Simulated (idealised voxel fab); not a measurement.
The name of this process module is voxel capacitor over wiring.
The cross-section on display is named cut; it measures 265 nm wide, and its cells are 5 nm squares.
Throughout this document, each cross-section is represented as a grid of square cells and is presented as a sequence of bands enumerated from the top downward, where a band comprises one or more rows of cells. The band entry comprises the height of the band's top followed by the height of its bottom, expressed in nm, and subsequently the band's materials from left to right, each stated together with its width in nm. Where a single material is marked with the word "all across", that material fills the band from edge to edge. The word "empty" represents empty space. Beneath 0, the wafer as received is one material, and that level is where height counting begins. The lowest band goes on downward without a bottom; it is written like "0 and below". A two-number width, for instance "30->40", indicates that the width is equal to the first number in the top row of the band and to the second number in the bottom row, and that it changes by a constant amount per row of cells. "no alteration", as given for a step, is the statement that not any cell of the cross-section underwent a change during that step. Any empty space of 8 cells or more lacking an open way to the top shows up in "Closed internal voids" as width x height at distance, distance from the left edge, in nm. Past the settings on a step's line: simulator remark, on that step. A step's line can hold "overlay nm"; with a mask on that step, the setting says how far right of the planned place the mask lay, while a negative setting says it lay to the left. Layout of what follows: cross-section pairs, each bracketing one process step, the after cross-section shown only to the lowest band that changed, the step between and its settings noted under each pair. Pairs may originate in different runs of this module on the same starting wafer; a pair continues from the pair above only where its entry headed "Before the process" says so.

Before the process
> 105 down to 90 = 90 of aC | 15 of empty | 160 of aC
> 90 down to 80 = SiO2 all across
> 80 down to 75 = 85 of SiO2 | 65 of TiN | 115 of SiO2
> 75 down to 70 = 85 of SiO2 | 65 of Al2O3 | 115 of SiO2
> 70 down to 60 = 75 of SiO2 | 85 of TiN | 105 of SiO2
> 60 down to 40 = 80 of lowk | 15 of Ru | 170 of lowk
> 40 down to 35 = 80 of SiCN | 15 of Ru | 170 of SiCN
> 35 down to 30 = 60 of SiCN | 40 of Ru | 60 of SiCN | 40 of Ru | 65 of SiCN
> 30 down to 15 = 65 of lowk | 5 of TiN | 20 of Cu | 5 of TiN | 70 of lowk | 5 of TiN | 20 of Cu | 5 of TiN | 70 of lowk
> 15 down to 10 = 65 of SiN | 30 of TiN | 70 of SiN | 30 of TiN | 70 of SiN
> 10 down to 0 = SiO2 all across
> 0 and below = Si all across
> Closed internal voids: none

Post-Step Section View
> 105 down to 90 = 90 of aC | 15 of empty | 160 of aC
> 90 down to 80 = 90 of SiO2 | 15 of empty | 160 of SiO2
> Everything under 80 stays put, no change at all.
> Closed internal voids: none
Transition step, before and after shown above: DIRECTIONAL_ETCH [etch materials SiO2] [depth nm 10]

Before the process: unchanged from the after cross-section in the pair immediately above; refer to that figure.

Post-Step Section View
> 90 down to 80 = 90 of SiO2 | 15 of empty | 160 of SiO2
> Everything under 80 stays put, no change at all.
> Closed internal voids: none
Transition step, before and after shown above: STRIP [etch materials aC]

Before the process: unchanged from the after cross-section in the pair immediately above; refer to that figure.

Post-Step Section View
> 95 down to 90 = 95 of TiN | 5 of empty | 165 of TiN
> 90 down to 85 = 90 of SiO2 | 5 of TiN | 5 of empty | 5 of TiN | 160 of SiO2
> 85 down to 75 = 90->85 of SiO2 | 15->65 of TiN | 160->115 of SiO2
> Everything under 75 stays put, no change at all.
> Closed internal voids: none
Transition step, before and after shown above: CONFORMAL_DEP [material TiN] [thk nm 5]

Before the process: unchanged from the after cross-section in the pair immediately above; refer to that figure.

Post-Step Section View
> 105 down to 95 = Ru all across
> 95 down to 90 = 95 of TiN | 5 of Ru | 165 of TiN
> 90 down to 85 = 90 of SiO2 | 5 of TiN | 5 of Ru | 5 of TiN | 160 of SiO2
> Everything under 85 stays put, no change at all.
> Closed internal voids: none
Transition step, before and after shown above: FILL_DEP [material Ru] [thk nm 10]

Before the process: unchanged from the after cross-section in the pair immediately above; refer to that figure.

Post-Step Section View
> 90 down to 85 = 90 of SiO2 | 5 of TiN | 5 of Ru | 5 of TiN | 160 of SiO2
> Everything under 85 stays put, no change at all.
> Closed internal voids: none
Transition step, before and after shown above: CMP [height nm 90]

Before the process: unchanged from the after cross-section in the pair immediately above; refer to that figure.

Post-Step Section View
> 95 down to 90 = SiCN all across
> Everything under 90 stays put, no change at all.
> Closed internal voids: none
Transition step, before and after shown above: CONFORMAL_DEP [material SiCN] [thk nm 5]

Before the process
> 80 down to 75 = 80 of empty | 75 of TiN | 110 of empty
> 75 down to 70 = 80 of empty | 75 of Al2O3 | 110 of empty
> 70 down to 60 = TiN all across
> 60 down to 40 = 80 of lowk | 15 of Ru | 170 of lowk
> 40 down to 35 = 80 of SiCN | 15 of Ru | 170 of SiCN
> 35 down to 30 = 60 of SiCN | 40 of Ru | 60 of SiCN | 40 of Ru | 65 of SiCN
> 30 down to 15 = 65 of lowk | 5 of TiN | 20 of Cu | 5 of TiN | 70 of lowk | 5 of TiN | 20 of Cu | 5 of TiN | 70 of lowk
> 15 down to 10 = 65 of SiN | 30 of TiN | 70 of SiN | 30 of TiN | 70 of SiN
> 10 down to 0 = SiO2 all across
> 0 and below = Si all across
> Closed internal voids: none

Post-Step Section View
> 80 down to 75 = 80 of empty | 75 of TiN | 110 of empty
> 75 down to 70 = 80 of empty | 75 of Al2O3 | 110 of empty
> 70 down to 60 = 70 of empty | 85 of TiN | 110 of empty
> Everything under 60 stays put, no change at all.
> Closed internal voids: none
Transition step, before and after shown above: MASKED_ETCH [tone cover] [mask id LOWER_PLATE] [width nm 85] [etch materials TiN] [depth nm 10] [overlay nm -5]

Before the process: unchanged from the after cross-section in the pair immediately above; refer to that figure.

Post-Step Section View
> 95 down to 80 = SiO2 all across
> 80 down to 75 = 80 of SiO2 | 75 of TiN | 110 of SiO2
> 75 down to 70 = 80 of SiO2 | 75 of Al2O3 | 110 of SiO2
> 70 down to 60 = 70 of SiO2 | 85 of TiN | 110 of SiO2
> Everything under 60 stays put, no change at all.
> Closed internal voids: none
Transition step, before and after shown above: FILL_DEP [material SiO2] [thk nm 15]

Before the process: unchanged from the after cross-section in the pair immediately above; refer to that figure.

Post-Step Section View
> 90 down to 80 = SiO2 all across
> Everything under 80 stays put, no change at all.
> Closed internal voids: none
Transition step, before and after shown above: CMP [height nm 90]

Before the process: unchanged from the after cross-section in the pair immediately above; refer to that figure.

Post-Step Section View
> 105 down to 90 = aC all across
> Everything under 90 stays put, no change at all.
> Closed internal voids: none
Transition step, before and after shown above: DIRECTIONAL_DEP [material aC] [thk nm 15]

Before the process: unchanged from the after cross-section in the pair immediately above; refer to that figure.

Post-Step Section View
> 140 down to 105 = 90 of resist | 15 of empty | 160 of resist
> Everything under 105 stays put, no change at all.
> Closed internal voids: none
Transition step, before and after shown above: PATTERN [tone open] [mask id PLUG_2] [material resist] [width nm 15] [thk nm 35] [overlay nm 0]

Before the process: unchanged from the after cross-section in the pair immediately above; refer to that figure.

Post-Step Section View
> 125 down to 105 = 90 of resist | 15 of empty | 160 of resist
> 105 down to 90 = 90 of aC | 15 of empty | 160 of aC
> Everything under 90 stays put, no change at all.
> Closed internal voids: none
Transition step, before and after shown above: DIRECTIONAL_ETCH [etch materials aC] [depth nm 15]

Before the process: unchanged from the after cross-section in the pair immediately above; refer to that figure.

Post-Step Section View
> 105 down to 90 = 90 of aC | 15 of empty | 160 of aC
> Everything under 90 stays put, no change at all.
> Closed internal voids: none
Transition step, before and after shown above: STRIP [etch materials resist]

Before the process: unchanged from the after cross-section in the pair immediately above; refer to that figure.

Post-Step Section View
> 105 down to 90 = 90 of aC | 15 of empty | 160 of aC
> 90 down to 80 = 90 of SiO2 | 15 of empty | 160 of SiO2
> Everything under 80 stays put, no change at all.
> Closed internal voids: none
Transition step, before and after shown above: DIRECTIONAL_ETCH [etch materials SiO2] [depth nm 10]

Before the process: unchanged from the after cross-section in the pair immediately above; refer to that figure.

Post-Step Section View
> 90 down to 80 = 90 of SiO2 | 15 of empty | 160 of SiO2
> Everything under 80 stays put, no change at all.
> Closed internal voids: none
Transition step, before and after shown above: STRIP [etch materials aC]

Before the process: unchanged from the after cross-section in the pair immediately above; refer to that figure.

Post-Step Section View
> 95 down to 90 = 95 of TiN | 5 of empty | 165 of TiN
> 90 down to 85 = 90 of SiO2 | 5 of TiN | 5 of empty | 5 of TiN | 160 of SiO2
> 85 down to 75 = 90->80 of SiO2 | 15->75 of TiN | 160->110 of SiO2
> Everything under 75 stays put, no change at all.
> Closed internal voids: none
Transition step, before and after shown above: CONFORMAL_DEP [material TiN] [thk nm 5]

Before the process: unchanged from the after cross-section in the pair immediately above; refer to that figure.

Post-Step Section View
> 105 down to 95 = Ru all across
> 95 down to 90 = 95 of TiN | 5 of Ru | 165 of TiN
> 90 down to 85 = 90 of SiO2 | 5 of TiN | 5 of Ru | 5 of TiN | 160 of SiO2
> Everything under 85 stays put, no change at all.
> Closed internal voids: none
Transition step, before and after shown above: FILL_DEP [material Ru] [thk nm 10]

Before the process: unchanged from the after cross-section in the pair immediately above; refer to that figure.

Post-Step Section View
> 90 down to 85 = 90 of SiO2 | 5 of TiN | 5 of Ru | 5 of TiN | 160 of SiO2
> Everything under 85 stays put, no change at all.
> Closed internal voids: none
Transition step, before and after shown above: CMP [height nm 90]

Before the process: unchanged from the after cross-section in the pair immediately above; refer to that figure.

Post-Step Section View
> 95 down to 90 = SiCN all across
> Everything under 90 stays put, no change at all.
> Closed internal voids: none
Transition step, before and after shown above: CONFORMAL_DEP [material SiCN] [thk nm 5]

Before the process
> 95 down to 90 = 95 of TiN | 5 of empty | 165 of TiN
> 90 down to 85 = 90 of SiO2 | 5 of TiN | 5 of empty | 5 of TiN | 160 of SiO2
> 85 down to 75 = 90->80 of SiO2 | 15->75 of TiN | 160->110 of SiO2
> 75 down to 70 = 80 of SiO2 | 75 of Al2O3 | 110 of SiO2
> 70 down to 60 = 75 of SiO2 | 85 of TiN | 105 of SiO2
> 60 down to 40 = 80 of lowk | 15 of Ru | 170 of lowk
> 40 down to 35 = 80 of SiCN | 15 of Ru | 170 of SiCN
> 35 down to 30 = 60 of SiCN | 40 of Ru | 60 of SiCN | 40 of Ru | 65 of SiCN
> 30 down to 15 = 65 of lowk | 5 of TiN | 20 of Cu | 5 of TiN | 70 of lowk | 5 of TiN | 20 of Cu | 5 of TiN | 70 of lowk
> 15 down to 10 = 65 of SiN | 30 of TiN | 70 of SiN | 30 of TiN | 70 of SiN
> 10 down to 0 = SiO2 all across
> 0 and below = Si all across
> Closed internal voids: none

Post-Step Section View
> 105 down to 95 = lowk all across
> 95 down to 90 = 95 of TiN | 5 of lowk | 165 of TiN
> 90 down to 85 = 90 of SiO2 | 5 of TiN | 5 of lowk | 5 of TiN | 160 of SiO2
> Everything under 85 stays put, no change at all.
> Closed internal voids: none
Transition step, before and after shown above: FILL_DEP [material lowk] [thk nm 10]

Before the process: unchanged from the after cross-section in the pair immediately above; refer to that figure.

Post-Step Section View
> 90 down to 85 = 90 of SiO2 | 5 of TiN | 5 of lowk | 5 of TiN | 160 of SiO2
> Everything under 85 stays put, no change at all.
> Closed internal voids: none
Transition step, before and after shown above: CMP [height nm 90]

Before the process: unchanged from the after cross-section in the pair immediately above; refer to that figure.

Post-Step Section View
> 95 down to 90 = SiCN all across
> Everything under 90 stays put, no change at all.
> Closed internal voids: none
Transition step, before and after shown above: CONFORMAL_DEP [material SiCN] [thk nm 5]

Before the process
> 40 down to 30 = aC all across
> 30 down to 15 = lowk all across
> 15 down to 10 = SiN all across
> 10 down to 0 = SiO2 all across
> 0 and below = Si all across
> Closed internal voids: none

Post-Step Section View
> 65 down to 40 = 65 of empty | 30 of resist | 70 of empty | 30 of resist | 70 of empty
> Everything under 40 stays put, no change at all.
> Closed internal voids: none
Transition step, before and after shown above: PATTERN [tone cover] [mask id METAL_1] [material resist] [width nm 30] [pitch nm 100] [thk nm 25] [overlay nm 0]

Before the process: unchanged from the after cross-section in the pair immediately above; refer to that figure.

Post-Step Section View
> 55 down to 40 = 65 of empty | 30 of resist | 70 of empty | 30 of resist | 70 of empty
> 40 down to 30 = 65 of empty | 30 of aC | 70 of empty | 30 of aC | 70 of empty
> Everything under 30 stays put, no change at all.
> Closed internal voids: none
Transition step, before and after shown above: DIRECTIONAL_ETCH [etch materials aC] [depth nm 10]

Before the process: unchanged from the after cross-section in the pair immediately above; refer to that figure.

Post-Step Section View
> 40 down to 30 = 65 of empty | 30 of aC | 70 of empty | 30 of aC | 70 of empty
> Everything under 30 stays put, no change at all.
> Closed internal voids: none
Transition step, before and after shown above: STRIP [etch materials resist]

Before the process: unchanged from the after cross-section in the pair immediately above; refer to that figure.

Post-Step Section View
> 40 down to 30 = 65 of empty | 30 of aC | 70 of empty | 30 of aC | 70 of empty
> 30 down to 15 = 65 of empty | 30 of lowk | 70 of empty | 30 of lowk | 70 of empty
> Everything under 15 stays put, no change at all.
> Closed internal voids: none
Transition step, before and after shown above: DIRECTIONAL_ETCH [etch materials lowk] [depth nm 15]

Before the process: unchanged from the after cross-section in the pair immediately above; refer to that figure.

Post-Step Section View
> 40 down to 30 = 65 of empty | 30 of aC | 70 of empty | 30 of aC | 70 of empty
> 30 down to 15 = 65 of empty | 30 of lowk | 70 of empty | 30 of lowk | 70 of empty
> 15 down to 10 = 65 of empty | 30 of SiN | 70 of empty | 30 of SiN | 70 of empty
> Everything under 10 stays put, no change at all.
> Closed internal voids: none
Transition step, before and after shown above: DIRECTIONAL_ETCH [etch materials SiN] [depth nm 5]

Before the process: unchanged from the after cross-section in the pair immediately above; refer to that figure.

Post-Step Section View
> 30 down to 15 = 65 of empty | 30 of lowk | 70 of empty | 30 of lowk | 70 of empty
> Everything under 15 stays put, no change at all.
> Closed internal voids: none
Transition step, before and after shown above: STRIP [etch materials aC]

Before the process: unchanged from the after cross-section in the pair immediately above; refer to that figure.

Post-Step Section View
> 35 down to 30 = 60 of empty | 40 of TiN | 60 of empty | 40 of TiN | 65 of empty
> 30 down to 15 = 60 of empty | 5 of TiN | 30 of lowk | 5 of TiN | 60 of empty | 5 of TiN | 30 of lowk | 5 of TiN | 65 of empty
> 15 down to 10 = 65 of TiN | 30 of SiN | 70 of TiN | 30 of SiN | 70 of TiN
> Everything under 10 stays put, no change at all.
> Closed internal voids: none
Transition step, before and after shown above: CONFORMAL_DEP [material TiN] [thk nm 5]

Before the process: unchanged from the after cross-section in the pair immediately above; refer to that figure.

Post-Step Section View
> 45 down to 35 = Cu all across
> 35 down to 30 = 60 of Cu | 40 of TiN | 60 of Cu | 40 of TiN | 65 of Cu
> 30 down to 15 = 60 of Cu | 5 of TiN | 30 of lowk | 5 of TiN | 60 of Cu | 5 of TiN | 30 of lowk | 5 of TiN | 65 of Cu
> Everything under 15 stays put, no change at all.
> Closed internal voids: none
Transition step, before and after shown above: FILL_DEP [material Cu] [thk nm 10]

Before the process: unchanged from the after cross-section in the pair immediately above; refer to that figure.

Post-Step Section View
> 30 down to 15 = 60 of Cu | 5 of TiN | 30 of lowk | 5 of TiN | 60 of Cu | 5 of TiN | 30 of lowk | 5 of TiN | 65 of Cu
> Everything under 15 stays put, no change at all.
> Closed internal voids: none
Transition step, before and after shown above: CMP [height nm 30]

Before the process: unchanged from the after cross-section in the pair immediately above; refer to that figure.

Post-Step Section View
> 35 down to 30 = 70 of Ru | 20 of empty | 80 of Ru | 20 of empty | 75 of Ru
> Everything under 30 stays put, no change at all.
> Closed internal voids: none
Transition step, before and after shown above: EPI [material Ru] [thk nm 5]

Before the process: unchanged from the after cross-section in the pair immediately above; refer to that figure.

Post-Step Section View
> 40 down to 35 = SiCN all across
> 35 down to 30 = 70 of Ru | 20 of SiCN | 80 of Ru | 20 of SiCN | 75 of Ru
> Everything under 30 stays put, no change at all.
> Closed internal voids: none
Transition step, before and after shown above: FILL_DEP [material SiCN] [thk nm 5]

Before the process: unchanged from the after cross-section in the pair immediately above; refer to that figure.

Post-Step Section View
> 60 down to 40 = lowk all across
> Everything under 40 stays put, no change at all.
> Closed internal voids: none
Transition step, before and after shown above: DIRECTIONAL_DEP [material lowk] [thk nm 20]

Before the process: unchanged from the after cross-section in the pair immediately above; refer to that figure.

Post-Step Section View
> 60 down to 40 = 80 of lowk | 15 of empty | 170 of lowk
> Everything under 40 stays put, no change at all.
> Closed internal voids: none
Transition step, before and after shown above: MASKED_ETCH [tone open] [mask id PLUG_1] [width nm 15] [etch materials lowk] [depth nm 20] [overlay nm 0]

Before the process: unchanged from the after cross-section in the pair immediately above; refer to that figure.

Post-Step Section View
> 60 down to 40 = 80 of lowk | 15 of empty | 170 of lowk
> 40 down to 35 = 80 of SiCN | 15 of empty | 170 of SiCN
> Everything under 35 stays put, no change at all.
> Closed internal voids: none
Transition step, before and after shown above: MASKED_ETCH [tone open] [mask id PLUG_1] [width nm 15] [etch materials SiCN] [depth nm 5] [overlay nm 0]

Before the process: unchanged from the after cross-section in the pair immediately above; refer to that figure.

Post-Step Section View
> 60 down to 45 = 80 of lowk | 15 of empty | 170 of lowk
> 45 down to 40 = 80 of lowk | 15 of Ru | 170 of lowk
> 40 down to 35 = 80 of SiCN | 15 of Ru | 170 of SiCN
> Everything under 35 stays put, no change at all.
> Closed internal voids: none
Transition step, before and after shown above: EPI [material Ru] [thk nm 10]

Before the process: unchanged from the after cross-section in the pair immediately above; refer to that figure.

Post-Step Section View
> 60 down to 55 = 80 of lowk | 15 of empty | 170 of lowk
> 55 down to 40 = 80 of lowk | 15 of Ru | 170 of lowk
> Everything under 40 stays put, no change at all.
> Closed internal voids: none
Transition step, before and after shown above: EPI [material Ru] [thk nm 10]

Before the process: unchanged from the after cross-section in the pair immediately above; refer to that figure.

Post-Step Section View
> 60 down to 40 = 80 of lowk | 15 of Ru | 170 of lowk
> Everything under 40 stays put, no change at all.
> Closed internal voids: none
Transition step, before and after shown above: EPI [material Ru] [thk nm 5]

Before the process: unchanged from the after cross-section in the pair immediately above; refer to that figure.

Post-Step Section View
> 70 down to 60 = TiN all across
> Everything under 60 stays put, no change at all.
> Closed internal voids: none
Transition step, before and after shown above: DIRECTIONAL_DEP [material TiN] [thk nm 10]

Before the process: unchanged from the after cross-section in the pair immediately above; refer to that figure.

Post-Step Section View
> 75 down to 70 = Al2O3 all across
> Everything under 70 stays put, no change at all.
> Closed internal voids: none
Transition step, before and after shown above: DIRECTIONAL_DEP [material Al2O3] [thk nm 5]

Before the process: unchanged from the after cross-section in the pair immediately above; refer to that figure.

Post-Step Section View
> 80 down to 75 = TiN all across
> Everything under 75 stays put, no change at all.
> Closed internal voids: none
Transition step, before and after shown above: DIRECTIONAL_DEP [material TiN] [thk nm 5]

Before the process: unchanged from the after cross-section in the pair immediately above; refer to that figure.

Post-Step Section View
> 95 down to 80 = 80 of empty | 75 of resist | 110 of empty
> Everything under 80 stays put, no change at all.
> Closed internal voids: none
Transition step, before and after shown above: PATTERN [tone cover] [mask id UPPER_PLATE] [material resist] [width nm 75] [thk nm 15] [overlay nm 0]

Before the process: unchanged from the after cross-section in the pair immediately above; refer to that figure.

Post-Step Section View
> 95 down to 80 = 80 of empty | 75 of resist | 110 of empty
> 80 down to 75 = 80 of empty | 75 of TiN | 110 of empty
> Everything under 75 stays put, no change at all.
> Closed internal voids: none
Transition step, before and after shown above: DIRECTIONAL_ETCH [etch materials TiN] [depth nm 5]

Before the process: unchanged from the after cross-section in the pair immediately above; refer to that figure.

Post-Step Section View
> 95 down to 80 = 80 of empty | 75 of resist | 110 of empty
> 80 down to 75 = 80 of empty | 75 of TiN | 110 of empty
> 75 down to 70 = 80 of empty | 75 of Al2O3 | 110 of empty
> Everything under 70 stays put, no change at all.
> Closed internal voids: none
Transition step, before and after shown above: DIRECTIONAL_ETCH [etch materials Al2O3] [depth nm 5]

Before the process: unchanged from the after cross-section in the pair immediately above; refer to that figure.

Post-Step Section View
> 80 down to 75 = 80 of empty | 75 of TiN | 110 of empty
> Everything under 75 stays put, no change at all.
> Closed internal voids: none
Transition step, before and after shown above: STRIP [etch materials resist]

Before the process: unchanged from the after cross-section in the pair immediately above; refer to that figure.

Post-Step Section View
> 80 down to 75 = 80 of empty | 75 of TiN | 110 of empty
> 75 down to 70 = 80 of empty | 75 of Al2O3 | 110 of empty
> 70 down to 60 = 75 of empty | 85 of TiN | 105 of empty
> Everything under 60 stays put, no change at all.
> Closed internal voids: none
Transition step, before and after shown above: MASKED_ETCH [tone cover] [mask id LOWER_PLATE] [width nm 85] [etch materials TiN] [depth nm 10] [overlay nm 0]

Before the process: unchanged from the after cross-section in the pair immediately above; refer to that figure.

Post-Step Section View
> 95 down to 80 = SiO2 all across
> 80 down to 75 = 80 of SiO2 | 75 of TiN | 110 of SiO2
> 75 down to 70 = 80 of SiO2 | 75 of Al2O3 | 110 of SiO2
> 70 down to 60 = 75 of SiO2 | 85 of TiN | 105 of SiO2
> Everything under 60 stays put, no change at all.
> Closed internal voids: none
Transition step, before and after shown above: FILL_DEP [material SiO2] [thk nm 15]

Before the process: unchanged from the after cross-section in the pair immediately above; refer to that figure.

Post-Step Section View
> 90 down to 80 = SiO2 all across
> Everything under 80 stays put, no change at all.
> Closed internal voids: none
Transition step, before and after shown above: CMP [height nm 90]

Before the process: unchanged from the after cross-section in the pair immediately above; refer to that figure.

Post-Step Section View
> 105 down to 90 = aC all across
> Everything under 90 stays put, no change at all.
> Closed internal voids: none
Transition step, before and after shown above: DIRECTIONAL_DEP [material aC] [thk nm 15]

Before the process: unchanged from the after cross-section in the pair immediately above; refer to that figure.

Post-Step Section View
> 140 down to 105 = 90 of resist | 15 of empty | 160 of resist
> Everything under 105 stays put, no change at all.
> Closed internal voids: none
Transition step, before and after shown above: PATTERN [tone open] [mask id PLUG_2] [material resist] [width nm 15] [thk nm 35] [overlay nm 0]

Before the process: unchanged from the after cross-section in the pair immediately above; refer to that figure.

Post-Step Section View
> 125 down to 105 = 90 of resist | 15 of empty | 160 of resist
> 105 down to 90 = 90 of aC | 15 of empty | 160 of aC
> Everything under 90 stays put, no change at all.
> Closed internal voids: none
Transition step, before and after shown above: DIRECTIONAL_ETCH [etch materials aC] [depth nm 15]

Before the process: unchanged from the after cross-section in the pair immediately above; refer to that figure.

Post-Step Section View
> 105 down to 90 = 90 of aC | 15 of empty | 160 of aC
> Everything under 90 stays put, no change at all.
> Closed internal voids: none
Transition step, before and after shown above: STRIP [etch materials resist]

Before the process: unchanged from the after cross-section in the pair immediately above; refer to that figure.

Post-Step Section View
> 105 down to 90 = 90 of aC | 15 of empty | 160 of aC
> 90 down to 80 = 90 of SiO2 | 15 of empty | 160 of SiO2
> Everything under 80 stays put, no change at all.
> Closed internal voids: none
Transition step, before and after shown above: DIRECTIONAL_ETCH [etch materials SiO2] [depth nm 10]

Before the process: unchanged from the after cross-section in the pair immediately above; refer to that figure.

Post-Step Section View
> 90 down to 80 = 90 of SiO2 | 15 of empty | 160 of SiO2
> Everything under 80 stays put, no change at all.
> Closed internal voids: none
Transition step, before and after shown above: STRIP [etch materials aC]

Before the process: unchanged from the after cross-section in the pair immediately above; refer to that figure.

Post-Step Section View
> 95 down to 90 = 95 of TiN | 5 of empty | 165 of TiN
> 90 down to 85 = 90 of SiO2 | 5 of TiN | 5 of empty | 5 of TiN | 160 of SiO2
> 85 down to 75 = 90->80 of SiO2 | 15->75 of TiN | 160->110 of SiO2
> Everything under 75 stays put, no change at all.
> Closed internal voids: none
Transition step, before and after shown above: CONFORMAL_DEP [material TiN] [thk nm 5]

Before the process: unchanged from the after cross-section in the pair immediately above; refer to that figure.

Post-Step Section View
> 105 down to 95 = Ru all across
> 95 down to 90 = 95 of TiN | 5 of Ru | 165 of TiN
> 90 down to 85 = 90 of SiO2 | 5 of TiN | 5 of Ru | 5 of TiN | 160 of SiO2
> Everything under 85 stays put, no change at all.
> Closed internal voids: none
Transition step, before and after shown above: FILL_DEP [material Ru] [thk nm 10]

Before the process: unchanged from the after cross-section in the pair immediately above; refer to that figure.

Post-Step Section View
> 90 down to 85 = 90 of SiO2 | 5 of TiN | 5 of Ru | 5 of TiN | 160 of SiO2
> Everything under 85 stays put, no change at all.
> Closed internal voids: none
Transition step, before and after shown above: CMP [height nm 90]

Before the process: unchanged from the after cross-section in the pair immediately above; refer to that figure.

Post-Step Section View
> 95 down to 90 = SiCN all across
> Everything under 90 stays put, no change at all.
> Closed internal voids: none
Transition step, before and after shown above: CONFORMAL_DEP [material SiCN] [thk nm 5]
